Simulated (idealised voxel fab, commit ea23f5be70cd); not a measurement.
Process module, titled voxel ribs on slabs
We display cut, a cross-section 260 nm in width whose square cells are each 5 nm.
Format of a cross-section: grid, square cells. Given as bands. Order: top down. Band: one or more rows of cells.
A band entry consists of two parts. The first gives the height of the band's top and the height of its bottom, in nm. The rest lists the band's materials from left to right, each with its width in nm. A single material labelled with the word "all across" fills the band from edge to edge, and the word "empty" marks empty space.
Heights from 0 (as-received wafer is one material below). Bottom band endless downward, as "from 0 down".
Think of "30..40" as a width that walks from the first number to the second as you go down the band, top row to bottom row, taking equal-sized steps from row to row.
"remained the same" for a step: no cell of the cross-section changed in that step.
Each empty space that has no open way to the top and spans at least 8 cells appears under "Listed closed voids" as width x height at distance, the distance counted from the left edge, all in nm.
On a step's line, text after the settings is the simulator commenting on that step.
overlay nm: right-of-plan distance of the mask on a masked step; negative values mean left-of-plan.
Reading key. Pairs: pre-step and post-step cross-section, one process step apart; post-step view only to lowest changed band. Step between + settings: beneath pair. Runs: pairs may be from different runs of this module, same starting wafer. Continuation from pair above: only where "Prior state" entry says.
PRIOR STATE
    from 0 down  Si all across
    Listed closed voids: none
SECTIONAL RESULT
    from 30 to 0  SiO2 all across
    At heights below 0, the structure remains unaltered.
    Listed closed voids: none
Processing between the before and after sections above: op DIRECTIONAL_DEP | material SiO2 | thk nm 30
Prior state: the after view from the pair directly above serves as the before view here.
SECTIONAL RESULT
    from 45 to 30  SiN all across
    At heights below 30, the structure remains unaltered.
    Listed closed voids: none
Processing between the before and after sections above: op DIRECTIONAL_DEP | material SiN | thk nm 15
Prior state: the after view from the pair directly above serves as the before view here.
SECTIONAL RESULT
    from 60 to 45  120 nm empty, 20 nm resist, 120 nm empty
    At heights below 45, the structure remains unaltered.
    Listed closed voids: none
Processing between the before and after sections above: op PATTERN | tone cover | mask id RIB | material resist | width nm 20 | thk nm 15 | overlay nm 0
Prior state: the after view from the pair directly above serves as the before view here.
SECTIONAL RESULT
    from 60 to 45  120 nm empty, 20 nm resist, 120 nm empty
    from 45 to 35  120 nm empty, 20 nm SiN, 120 nm empty
    At heights below 35, the structure remains unaltered.
    Listed closed voids: none
Processing between the before and after sections above: op DIRECTIONAL_ETCH | etch materials SiN | depth nm 10
Prior state: the after view from the pair directly above serves as the before view here.
SECTIONAL RESULT
    from 45 to 35  120 nm empty, 20 nm SiN, 120 nm empty
    At heights below 35, the structure remains unaltered.
    Listed closed voids: none
Processing between the before and after sections above: op STRIP | etch materials resist
Prior state: the after view from the pair directly above serves as the before view here.
SECTIONAL RESULT
    from 65 to 45  105 nm empty, 50 nm resist, 105 nm empty
    from 45 to 35  105 nm empty, 15 nm resist, 20 nm SiN, 15 nm resist, 105 nm empty
    At heights below 35, the structure remains unaltered.
    Listed closed voids: none
Processing between the before and after sections above: op PATTERN | tone cover | mask id SLAB | material resist | width nm 50 | thk nm 20 | overlay nm 0
Prior state: the after view from the pair directly above serves as the before view here.
SECTIONAL RESULT
    from 65 to 45  105 nm empty, 50 nm resist, 105 nm empty
    from 45 to 35  105 nm empty, 15 nm resist, 20 nm SiN, 15 nm resist, 105 nm empty
    from 35 to 30  105 nm empty, 50 nm SiN, 105 nm empty
    At heights below 30, the structure remains unaltered.
    Listed closed voids: none
Processing between the before and after sections above: op DIRECTIONAL_ETCH | etch materials SiN | depth nm 5
Prior state: the after view from the pair directly above serves as the before view here.
SECTIONAL RESULT
    from 45 to 35  120 nm empty, 20 nm SiN, 120 nm empty
    At heights below 35, the structure remains unaltered.
    Listed closed voids: none
Processing between the before and after sections above: op STRIP | etch materials resist
Prior state: the after view from the pair directly above serves as the before view here.
SECTIONAL RESULT
    from 65 to 45  SiO2 all across
    from 45 to 35  120 nm SiO2, 20 nm SiN, 120 nm SiO2
    from 35 to 30  105 nm SiO2, 50 nm SiN, 105 nm SiO2
    At heights below 30, the structure remains unaltered.
    Listed closed voids: none
Processing between the before and after sections above: op FILL_DEP | material SiO2 | thk nm 20
Prior state: the after view from the pair directly above serves as the before view here.
SECTIONAL RESULT
    from 60 to 45  SiO2 all across
    At heights below 45, the structure remains unaltered.
    Listed closed voids: none
Processing between the before and after sections above: op CMP | height nm 60
Prior state: the after view from the pair directly above serves as the before view here.
SECTIONAL RESULT
    from 65 to 60  W all across
    At heights below 60, the structure remains unaltered.
    Listed closed voids: none
Processing between the before and after sections above: op DIRECTIONAL_DEP | material W | thk nm 5
Prior state: the after view from the pair directly above serves as the before view here.
SECTIONAL RESULT
    from 85 to 65  115 nm empty, 30 nm resist, 115 nm empty
    At heights below 65, the structure remains unaltered.
    Listed closed voids: none
Processing between the before and after sections above: op PATTERN | tone cover | mask id HEATER | material resist | width nm 30 | thk nm 20 | overlay nm 0
Prior state: the after view from the pair directly above serves as the before view here.
SECTIONAL RESULT
    from 85 to 65  115 nm empty, 30 nm resist, 115 nm empty
    from 65 to 60  115 nm empty, 30 nm W, 115 nm empty
    At heights below 60, the structure remains unaltered.
    Listed closed voids: none
Processing between the before and after sections above: op DIRECTIONAL_ETCH | etch materials W | depth nm 5
Prior state: the after view from the pair directly above serves as the before view here.
SECTIONAL RESULT
    from 65 to 60  115 nm empty, 30 nm W, 115 nm empty
    At heights below 60, the structure remains unaltered.
    Listed closed voids: none
Processing between the before and after sections above: op STRIP | etch materials resist
Prior state: the after view from the pair directly above serves as the before view here.
SECTIONAL RESULT
    from 75 to 70  105 nm empty, 50 nm SiN, 105 nm empty
    from 70 to 65  SiN all across
    from 65 to 60  115 nm SiN, 30 nm W, 115 nm SiN
    At heights below 60, the structure remains unaltered.
    Listed closed voids: none
Processing between the before and after sections above: op CONFORMAL_DEP | material SiN | thk nm 10
PRIOR STATE
    from 45 to 30  SiN all across
    from 30 to 0  SiO2 all across
    from 0 down  Si all across
    Listed closed voids: none
SECTIONAL RESULT
    from 60 to 30  SiN all across
    At heights below 30, the structure remains unaltered.
    Listed closed voids: none
Processing between the before and after sections above: op DIRECTIONAL_DEP | material SiN | thk nm 15
Prior state: the after view from the pair directly above serves as the before view here.
SECTIONAL RESULT
    from 75 to 60  120 nm empty, 20 nm resist, 120 nm empty
    At heights below 60, the structure remains unaltered.
    Listed closed voids: none
Processing between the before and after sections above: op PATTERN | tone cover | mask id RIB | material resist | width nm 20 | thk nm 15 | overlay nm 0
Prior state: the after view from the pair directly above serves as the before view here.
SECTIONAL RESULT
    from 75 to 60  120 nm empty, 20 nm resist, 120 nm empty
    from 60 to 50  120 nm empty, 20 nm SiN, 120 nm empty
    At heights below 50, the structure remains unaltered.
    Listed closed voids: none
Processing between the before and after sections above: op DIRECTIONAL_ETCH | etch materials SiN | depth nm 10
Prior state: the after view from the pair directly above serves as the before view here.
SECTIONAL RESULT
    from 60 to 50  120 nm empty, 20 nm SiN, 120 nm empty
    At heights below 50, the structure remains unaltered.
    Listed closed voids: none
Processing between the before and after sections above: op STRIP | etch materials resist
Prior state: the after view from the pair directly above serves as the before view here.
SECTIONAL RESULT
    from 80 to 60  105 nm empty, 50 nm resist, 105 nm empty
    from 60 to 50  105 nm empty, 15 nm resist, 20 nm SiN, 15 nm resist, 105 nm empty
    At heights below 50, the structure remains unaltered.
    Listed closed voids: none
Processing between the before and after sections above: op PATTERN | tone cover | mask id SLAB | material resist | width nm 50 | thk nm 20 | overlay nm 0
Prior state: the after view from the pair directly above serves as the before view here.
SECTIONAL RESULT
    from 80 to 60  105 nm empty, 50 nm resist, 105 nm empty
    from 60 to 50  105 nm empty, 15 nm resist, 20 nm SiN, 15 nm resist, 105 nm empty
    from 50 to 45  105 nm empty, 50 nm SiN, 105 nm empty
    At heights below 45, the structure remains unaltered.
    Listed closed voids: none
Processing between the before and after sections above: op DIRECTIONAL_ETCH | etch materials SiN | depth nm 5
Prior state: the after view from the pair directly above serves as the before view here.
SECTIONAL RESULT
    from 60 to 50  120 nm empty, 20 nm SiN, 120 nm empty
    At heights below 50, the structure remains unaltered.
    Listed closed voids: none
Processing between the before and after sections above: op STRIP | etch materials resist
Prior state: the after view from the pair directly above serves as the before view here.
SECTIONAL RESULT
    from 80 to 60  SiO2 all across
    from 60 to 50  120 nm SiO2, 20 nm SiN, 120 nm SiO2
    from 50 to 45  105 nm SiO2, 50 nm SiN, 105 nm SiO2
    At heights below 45, the structure remains unaltered.
    Listed closed voids: none
Processing between the before and after sections above: op FILL_DEP | material SiO2 | thk nm 20
Prior state: the after view from the pair directly above serves as the before view here.
SECTIONAL RESULT
    from 60 to 50  120 nm SiO2, 20 nm SiN, 120 nm SiO2
    At heights below 50, the structure remains unaltered.
    Listed closed voids: none
Processing between the before and after sections above: op CMP | height nm 60
Prior state: the after view from the pair directly above serves as the before view here.
SECTIONAL RESULT
    from 65 to 60  W all across
    At heights below 60, the structure remains unaltered.
    Listed closed voids: none
Processing between the before and after sections above: op DIRECTIONAL_DEP | material W | thk nm 5
Prior state: the after view from the pair directly above serves as the before view here.
SECTIONAL RESULT
    from 85 to 65  115 nm empty, 30 nm resist, 115 nm empty
    At heights below 65, the structure remains unaltered.
    Listed closed voids: none
Processing between the before and after sections above: op PATTERN | tone cover | mask id HEATER | material resist | width nm 30 | thk nm 20 | overlay nm 0
Prior state: the after view from the pair directly above serves as the before view here.
SECTIONAL RESULT
    from 85 to 65  115 nm empty, 30 nm resist, 115 nm empty
    from 65 to 60  115 nm empty, 30 nm W, 115 nm empty
    At heights below 60, the structure remains unaltered.
    Listed closed voids: none
Processing between the before and after sections above: op DIRECTIONAL_ETCH | etch materials W | depth nm 5
Prior state: the after view from the pair directly above serves as the before view here.
SECTIONAL RESULT
    from 65 to 60  115 nm empty, 30 nm W, 115 nm empty
    At heights below 60, the structure remains unaltered.
    Listed closed voids: none
Processing between the before and after sections above: op STRIP | etch materials resist
Prior state: the after view from the pair directly above serves as the before view here.
SECTIONAL RESULT
    from 75 to 70  105 nm empty, 50 nm SiN, 105 nm empty
    from 70 to 65  SiN all across
    from 65 to 60  115 nm SiN, 30 nm W, 115 nm SiN
    At heights below 60, the structure remains unaltered.
    Listed closed voids: none
Processing between the before and after sections above: op CONFORMAL_DEP | material SiN | thk nm 10
PRIOR STATE
    from 0 down  Si all across
    Listed closed voids: none
SECTIONAL RESULT
    from 15 to 0  SiN all across
    At heights below 0, the structure remains unaltered.
    Listed closed voids: none
Processing between the before and after sections above: op DIRECTIONAL_DEP | material SiN | thk nm 15
Prior state: the after view from the pair directly above serves as the before view here.
SECTIONAL RESULT
    from 45 to 15  SiO2 all across
    At heights below 15, the structure remains unaltered.
    Listed closed voids: none
Processing between the before and after sections above: op DIRECTIONAL_DEP | material SiO2 | thk nm 30
Prior state: the after view from the pair directly above serves as the before view here.
SECTIONAL RESULT
    from 60 to 45  120 nm empty, 20 nm resist, 120 nm empty
    At heights below 45, the structure remains unaltered.
    Listed closed voids: none
Processing between the before and after sections above: op PATTERN | tone cover | mask id RIB | material resist | width nm 20 | thk nm 15 | overlay nm 0
Prior state: the after view from the pair directly above serves as the before view here.
SECTIONAL RESULT
    from 45 to 15  SiO2 all across
    At heights below 15, the structure remains unaltered.
    Listed closed voids: none
Processing between the before and after sections above: op STRIP | etch materials resist
Prior state: the after view from the pair directly above serves as the before view here.
SECTIONAL RESULT
    from 65 to 45  105 nm empty, 50 nm resist, 105 nm empty
    At heights below 45, the structure remains unaltered.
    Listed closed voids: none
Processing between the before and after sections above: op PATTERN | tone cover | mask id SLAB | material resist | width nm 50 | thk nm 20 | overlay nm 0
Prior state: the after view from the pair directly above serves as the before view here.
SECTIONAL RESULT
    from 45 to 15  SiO2 all across
    At heights below 15, the structure remains unaltered.
    Listed closed voids: none
Processing between the before and after sections above: op STRIP | etch materials resist
Prior state: the after view from the pair directly above serves as the before view here.
SECTIONAL RESULT
    from 65 to 15  SiO2 all across
    At heights below 15, the structure remains unaltered.
    Listed closed voids: none
Processing between the before and after sections above: op FILL_DEP | material SiO2 | thk nm 20
Prior state: the after view from the pair directly above serves as the before view here.
SECTIONAL RESULT
    from 60 to 15  SiO2 all across
    At heights below 15, the structure remains unaltered.
    Listed closed voids: none
Processing between the before and after sections above: op CMP | height nm 60
Prior state: the after view from the pair directly above serves as the before view here.
SECTIONAL RESULT
    from 65 to 60  W all across
    At heights below 60, the structure remains unaltered.
    Listed closed voids: none
Processing between the before and after sections above: op DIRECTIONAL_DEP | material W | thk nm 5
Prior state: the after view from the pair directly above serves as the before view here.
SECTIONAL RESULT
    from 85 to 65  115 nm empty, 30 nm resist, 115 nm empty
    At heights below 65, the structure remains unaltered.
    Listed closed voids: none
Processing between the before and after sections above: op PATTERN | tone cover | mask id HEATER | material resist | width nm 30 | thk nm 20 | overlay nm 0
Prior state: the after view from the pair directly above serves as the before view here.
SECTIONAL RESULT
    from 85 to 65  115 nm empty, 30 nm resist, 115 nm empty
    from 65 to 60  115 nm empty, 30 nm W, 115 nm empty
    At heights below 60, the structure remains unaltered.
    Listed closed voids: none
Processing between the before and after sections above: op DIRECTIONAL_ETCH | etch materials W | depth nm 5
Prior state: the after view from the pair directly above serves as the before view here.
SECTIONAL RESULT
    from 65 to 60  115 nm empty, 30 nm W, 115 nm empty
    At heights below 60, the structure remains unaltered.
    Listed closed voids: none
Processing between the before and after sections above: op STRIP | etch materials resist
Prior state: the after view from the pair directly above serves as the before view here.
SECTIONAL RESULT
    from 75 to 70  105 nm empty, 50 nm SiN, 105 nm empty
    from 70 to 65  SiN all across
    from 65 to 60  115 nm SiN, 30 nm W, 115 nm SiN
    At heights below 60, the structure remains unaltered.
    Listed closed voids: none
Processing between the before and after sections above: op CONFORMAL_DEP | material SiN | thk nm 10
PRIOR STATE
    from 0 down  Si all across
    Listed closed voids: none
SECTIONAL RESULT
    from 40 to 0  SiO2 all across
    At heights below 0, the structure remains unaltered.
    Listed closed voids: none
Processing between the before and after sections above: op DIRECTIONAL_DEP | material SiO2 | thk nm 40
Prior state: the after view from the pair directly above serves as the before view here.
SECTIONAL RESULT
    from 55 to 40  SiN all across
    At heights below 40, the structure remains unaltered.
    Listed closed voids: none
Processing between the before and after sections above: op DIRECTIONAL_DEP | material SiN | thk nm 15
Prior state: the after view from the pair directly above serves as the before view here.
SECTIONAL RESULT
    from 70 to 55  120 nm empty, 20 nm resist, 120 nm empty
    At heights below 55, the structure remains unaltered.
    Listed closed voids: none
Processing between the before and after sections above: op PATTERN | tone cover | mask id RIB | material resist | width nm 20 | thk nm 15 | overlay nm 0
Prior state: the after view from the pair directly above serves as the before view here.
SECTIONAL RESULT
    from 70 to 55  120 nm empty, 20 nm resist, 120 nm empty
    from 55 to 45  120 nm empty, 20 nm SiN, 120 nm empty
    At heights below 45, the structure remains unaltered.
    Listed closed voids: none
Processing between the before and after sections above: op DIRECTIONAL_ETCH | etch materials SiN | depth nm 10
Prior state: the after view from the pair directly above serves as the before view here.
SECTIONAL RESULT
    from 55 to 45  120 nm empty, 20 nm SiN, 120 nm empty
    At heights below 45, the structure remains unaltered.
    Listed closed voids: none
Processing between the before and after sections above: op STRIP | etch materials resist
Prior state: the after view from the pair directly above serves as the before view here.
SECTIONAL RESULT
    from 75 to 55  105 nm empty, 50 nm resist, 105 nm empty
    from 55 to 45  105 nm empty, 15 nm resist, 20 nm SiN, 15 nm resist, 105 nm empty
    At heights below 45, the structure remains unaltered.
    Listed closed voids: none
Processing between the before and after sections above: op PATTERN | tone cover | mask id SLAB | material resist | width nm 50 | thk nm 20 | overlay nm 0
Prior state: the after view from the pair directly above serves as the before view here.
SECTIONAL RESULT
    from 75 to 55  105 nm empty, 50 nm resist, 105 nm empty
    from 55 to 45  105 nm empty, 15 nm resist, 20 nm SiN, 15 nm resist, 105 nm empty
    from 45 to 40  105 nm empty, 50 nm SiN, 105 nm empty
    At heights below 40, the structure remains unaltered.
    Listed closed voids: none
Processing between the before and after sections above: op DIRECTIONAL_ETCH | etch materials SiN | depth nm 5
Prior state: the after view from the pair directly above serves as the before view here.
SECTIONAL RESULT
    from 55 to 45  120 nm empty, 20 nm SiN, 120 nm empty
    At heights below 45, the structure remains unaltered.
    Listed closed voids: none
Processing between the before and after sections above: op STRIP | etch materials resist
Prior state: the after view from the pair directly above serves as the before view here.
SECTIONAL RESULT
    from 75 to 55  SiO2 all across
    from 55 to 45  120 nm SiO2, 20 nm SiN, 120 nm SiO2
    from 45 to 40  105 nm SiO2, 50 nm SiN, 105 nm SiO2
    At heights below 40, the structure remains unaltered.
    Listed closed voids: none
Processing between the before and after sections above: op FILL_DEP | material SiO2 | thk nm 20
Prior state: the after view from the pair directly above serves as the before view here.
SECTIONAL RESULT
    from 60 to 55  SiO2 all across
    At heights below 55, the structure remains unaltered.
    Listed closed voids: none
Processing between the before and after sections above: op CMP | height nm 60
Prior state: the after view from the pair directly above serves as the before view here.
SECTIONAL RESULT
    from 65 to 60  W all across
    At heights below 60, the structure remains unaltered.
    Listed closed voids: none
Processing between the before and after sections above: op DIRECTIONAL_DEP | material W | thk nm 5
Prior state: the after view from the pair directly above serves as the before view here.
SECTIONAL RESULT
    from 85 to 65  115 nm empty, 30 nm resist, 115 nm empty
    At heights below 65, the structure remains unaltered.
    Listed closed voids: none
Processing between the before and after sections above: op PATTERN | tone cover | mask id HEATER | material resist | width nm 30 | thk nm 20 | overlay nm 0
Prior state: the after view from the pair directly above serves as the before view here.
SECTIONAL RESULT
    from 85 to 65  115 nm empty, 30 nm resist, 115 nm empty
    from 65 to 60  115 nm empty, 30 nm W, 115 nm empty
    At heights below 60, the structure remains unaltered.
    Listed closed voids: none
Processing between the before and after sections above: op DIRECTIONAL_ETCH | etch materials W | depth nm 5
Prior state: the after view from the pair directly above serves as the before view here.
SECTIONAL RESULT
    from 65 to 60  115 nm empty, 30 nm W, 115 nm empty
    At heights below 60, the structure remains unaltered.
    Listed closed voids: none
Processing between the before and after sections above: op STRIP | etch materials resist
Prior state: the after view from the pair directly above serves as the before view here.
SECTIONAL RESULT
    from 75 to 70  105 nm empty, 50 nm SiN, 105 nm empty
    from 70 to 65  SiN all across
    from 65 to 60  115 nm SiN, 30 nm W, 115 nm SiN
    At heights below 60, the structure remains unaltered.
    Listed closed voids: none
Processing between the before and after sections above: op CONFORMAL_DEP | material SiN | thk nm 10
PRIOR STATE
    from 45 to 30  SiN all across
    from 30 to 0  SiO2 all across
    from 0 down  Si all across
    Listed closed voids: none
SECTIONAL RESULT
    from 60 to 45  115 nm empty, 30 nm resist, 115 nm empty
    At heights below 45, the structure remains unaltered.
    Listed closed voids: none
Processing between the before and after sections above: op PATTERN | tone cover | mask id RIB | material resist | width nm 30 | thk nm 15 | overlay nm 0
Prior state: the after view from the pair directly above serves as the before view here.
SECTIONAL RESULT
    from 60 to 45  115 nm empty, 30 nm resist, 115 nm empty
    from 45 to 35  115 nm empty, 30 nm SiN, 115 nm empty
    At heights below 35, the structure remains unaltered.
    Listed closed voids: none
Processing between the before and after sections above: op DIRECTIONAL_ETCH | etch materials SiN | depth nm 10
Prior state: the after view from the pair directly above serves as the before view here.
SECTIONAL RESULT
    from 45 to 35  115 nm empty, 30 nm SiN, 115 nm empty
    At heights below 35, the structure remains unaltered.
    Listed closed voids: none
Processing between the before and after sections above: op STRIP | etch materials resist
Prior state: the after view from the pair directly above serves as the before view here.
SECTIONAL RESULT
    from 65 to 45  105 nm empty, 50 nm resist, 105 nm empty
    from 45 to 35  105 nm empty, 10 nm resist, 30 nm SiN, 10 nm resist, 105 nm empty
    At heights below 35, the structure remains unaltered.
    Listed closed voids: none
Processing between the before and after sections above: op PATTERN | tone cover | mask id SLAB | material resist | width nm 50 | thk nm 20 | overlay nm 0
Prior state: the after view from the pair directly above serves as the before view here.
SECTIONAL RESULT
    from 65 to 45  105 nm empty, 50 nm resist, 105 nm empty
    from 45 to 35  105 nm empty, 10 nm resist, 30 nm SiN, 10 nm resist, 105 nm empty
    from 35 to 30  105 nm empty, 50 nm SiN, 105 nm empty
    At heights below 30, the structure remains unaltered.
    Listed closed voids: none
Processing between the before and after sections above: op DIRECTIONAL_ETCH | etch materials SiN | depth nm 5
Prior state: the after view from the pair directly above serves as the before view here.
SECTIONAL RESULT
    from 45 to 35  115 nm empty, 30 nm SiN, 115 nm empty
    At heights below 35, the structure remains unaltered.
    Listed closed voids: none
Processing between the before and after sections above: op STRIP | etch materials resist
Prior state: the after view from the pair directly above serves as the before view here.
SECTIONAL RESULT
    from 65 to 45  SiO2 all across
    from 45 to 35  115 nm SiO2, 30 nm SiN, 115 nm SiO2
    from 35 to 30  105 nm SiO2, 50 nm SiN, 105 nm SiO2
    At heights below 30, the structure remains unaltered.
    Listed closed voids: none
Processing between the before and after sections above: op FILL_DEP | material SiO2 | thk nm 20
Prior state: the after view from the pair directly above serves as the before view here.
SECTIONAL RESULT
    from 60 to 45  SiO2 all across
    At heights below 45, the structure remains unaltered.
    Listed closed voids: none
Processing between the before and after sections above: op CMP | height nm 60
Prior state: the after view from the pair directly above serves as the before view here.
SECTIONAL RESULT
    from 65 to 60  W all across
    At heights below 60, the structure remains unaltered.
    Listed closed voids: none
Processing between the before and after sections above: op DIRECTIONAL_DEP | material W | thk nm 5
Prior state: the after view from the pair directly above serves as the before view here.
SECTIONAL RESULT
    from 85 to 65  115 nm empty, 30 nm resist, 115 nm empty
    At heights below 65, the structure remains unaltered.
    Listed closed voids: none
Processing between the before and after sections above: op PATTERN | tone cover | mask id HEATER | material resist | width nm 30 | thk nm 20 | overlay nm 0
Prior state: the after view from the pair directly above serves as the before view here.
SECTIONAL RESULT
    from 85 to 65  115 nm empty, 30 nm resist, 115 nm empty
    from 65 to 60  115 nm empty, 30 nm W, 115 nm empty
    At heights below 60, the structure remains unaltered.
    Listed closed voids: none
Processing between the before and after sections above: op DIRECTIONAL_ETCH | etch materials W | depth nm 5
Prior state: the after view from the pair directly above serves as the before view here.
SECTIONAL RESULT
    from 65 to 60  115 nm empty, 30 nm W, 115 nm empty
    At heights below 60, the structure remains unaltered.
    Listed closed voids: none
Processing between the before and after sections above: op STRIP | etch materials resist
Prior state: the after view from the pair directly above serves as the before view here.
SECTIONAL RESULT
    from 75 to 70  105 nm empty, 50 nm SiN, 105 nm empty
    from 70 to 65  SiN all across
    from 65 to 60  115 nm SiN, 30 nm W, 115 nm SiN
    At heights below 60, the structure remains unaltered.
    Listed closed voids: none
Processing between the before and after sections above: op CONFORMAL_DEP | material SiN | thk nm 10
PRIOR STATE
    from 45 to 35  120 nm empty, 20 nm SiN, 120 nm empty
    from 35 to 30  SiN all across
    from 30 to 0  SiO2 all across
    from 0 down  Si all across
    Listed closed voids: none
SECTIONAL RESULT
    from 65 to 45  100 nm empty, 50 nm resist, 110 nm empty
    from 45 to 35  100 nm empty, 20 nm resist, 20 nm SiN, 10 nm resist, 110 nm empty
    At heights below 35, the structure remains unaltered.
    Listed closed voids: none
Processing between the before and after sections above: op PATTERN | tone cover | mask id SLAB | material resist | width nm 50 | thk nm 20 | overlay nm -5
Prior state: the after view from the pair directly above serves as the before view here.
SECTIONAL RESULT
    from 65 to 45  100 nm empty, 50 nm resist, 110 nm empty
    from 45 to 35  100 nm empty, 20 nm resist, 20 nm SiN, 10 nm resist, 110 nm empty
    from 35 to 30  100 nm empty, 50 nm SiN, 110 nm empty
    At heights below 30, the structure remains unaltered.
    Listed closed voids: none
Processing between the before and after sections above: op DIRECTIONAL_ETCH | etch materials SiN | depth nm 5
Prior state: the after view from the pair directly above serves as the before view here.
SECTIONAL RESULT
    from 45 to 35  120 nm empty, 20 nm SiN, 120 nm empty
    At heights below 35, the structure remains unaltered.
    Listed closed voids: none
Processing between the before and after sections above: op STRIP | etch materials resist
Prior state: the after view from the pair directly above serves as the before view here.
SECTIONAL RESULT
    from 65 to 45  SiO2 all across
    from 45 to 35  120 nm SiO2, 20 nm SiN, 120 nm SiO2
    from 35 to 30  100 nm SiO2, 50 nm SiN, 110 nm SiO2
    At heights below 30, the structure remains unaltered.
    Listed closed voids: none
Processing between the before and after sections above: op FILL_DEP | material SiO2 | thk nm 20
Prior state: the after view from the pair directly above serves as the before view here.
SECTIONAL RESULT
    from 60 to 45  SiO2 all across
    At heights below 45, the structure remains unaltered.
    Listed closed voids: none
Processing between the before and after sections above: op CMP | height nm 60
Prior state: the after view from the pair directly above serves as the before view here.
SECTIONAL RESULT
    from 65 to 60  W all across
    At heights below 60, the structure remains unaltered.
    Listed closed voids: none
Processing between the before and after sections above: op DIRECTIONAL_DEP | material W | thk nm 5
Prior state: the after view from the pair directly above serves as the before view here.
SECTIONAL RESULT
    from 85 to 65  115 nm empty, 30 nm resist, 115 nm empty
    At heights below 65, the structure remains unaltered.
    Listed closed voids: none
Processing between the before and after sections above: op PATTERN | tone cover | mask id HEATER | material resist | width nm 30 | thk nm 20 | overlay nm 0
Prior state: the after view from the pair directly above serves as the before view here.
SECTIONAL RESULT
    from 85 to 65  115 nm empty, 30 nm resist, 115 nm empty
    from 65 to 60  115 nm empty, 30 nm W, 115 nm empty
    At heights below 60, the structure remains unaltered.
    Listed closed voids: none
Processing between the before and after sections above: op DIRECTIONAL_ETCH | etch materials W | depth nm 5
Prior state: the after view from the pair directly above serves as the before view here.
SECTIONAL RESULT
    from 65 to 60  115 nm empty, 30 nm W, 115 nm empty
    At heights below 60, the structure remains unaltered.
    Listed closed voids: none
Processing between the before and after sections above: op STRIP | etch materials resist
Prior state: the after view from the pair directly above serves as the before view here.
SECTIONAL RESULT
    from 75 to 70  105 nm empty, 50 nm SiN, 105 nm empty
    from 70 to 65  SiN all across
    from 65 to 60  115 nm SiN, 30 nm W, 115 nm SiN
    At heights below 60, the structure remains unaltered.
    Listed closed voids: none
Processing between the before and after sections above: op CONFORMAL_DEP | material SiN | thk nm 10
PRIOR STATE
    from 85 to 65  115 nm empty, 30 nm resist, 115 nm empty
    from 65 to 60  115 nm empty, 30 nm W, 115 nm empty
    from 60 to 45  SiO2 all across
    from 45 to 35  120 nm SiO2, 20 nm SiN, 120 nm SiO2
    from 35 to 30  105 nm SiO2, 50 nm SiN, 105 nm SiO2
    from 30 to 0  SiO2 all across
    from 0 down  Si all across
    Listed closed voids: none
SECTIONAL RESULT
    from 0 down  Si all across
    Listed closed voids: none
Processing between the before and after sections above: op STRIP | etch materials SiO2
Prior state: the after view from the pair directly above serves as the before view here.
SECTIONAL RESULT
    from 10 to 0  SiN all across
    At heights below 0, the structure remains unaltered.
    Listed closed voids: none
Processing between the before and after sections above: op CONFORMAL_DEP | material SiN | thk nm 10
PRIOR STATE
    from 65 to 60  W all across
    from 60 to 45  SiO2 all across
    from 45 to 35  120 nm SiO2, 20 nm SiN, 120 nm SiO2
    from 35 to 30  105 nm SiO2, 50 nm SiN, 105 nm SiO2
    from 30 to 0  SiO2 all across
    from 0 down  Si all across
    Listed closed voids: none
SECTIONAL RESULT
    from 85 to 65  115 nm resist, 30 nm empty, 115 nm resist
    At heights below 65, the structure remains unaltered.
    Listed closed voids: none
Processing between the before and after sections above: op PATTERN | tone open | mask id HEATER | material resist | width nm 30 | thk nm 20 | overlay nm 0
Prior state: the after view from the pair directly above serves as the before view here.
SECTIONAL RESULT
    from 85 to 65  115 nm resist, 30 nm empty, 115 nm resist
    from 65 to 60  115 nm W, 30 nm empty, 115 nm W
    At heights below 60, the structure remains unaltered.
    Listed closed voids: none
Processing between the before and after sections above: op DIRECTIONAL_ETCH | etch materials W | depth nm 5
Prior state: the after view from the pair directly above serves as the before view here.
SECTIONAL RESULT
    from 65 to 60  115 nm W, 30 nm empty, 115 nm W
    At heights below 60, the structure remains unaltered.
    Listed closed voids: none
Processing between the before and after sections above: op STRIP | etch materials resist
Prior state: the after view from the pair directly above serves as the before view here.
SECTIONAL RESULT
    from 75 to 70  125 nm SiN, 10 nm empty, 125 nm SiN
    from 70 to 65  SiN all across
    from 65 to 60  115 nm W, 30 nm SiN, 115 nm W
    At heights below 60, the structure remains unaltered.
    Listed closed voids: none
Processing between the before and after sections above: op CONFORMAL_DEP | material SiN | thk nm 10
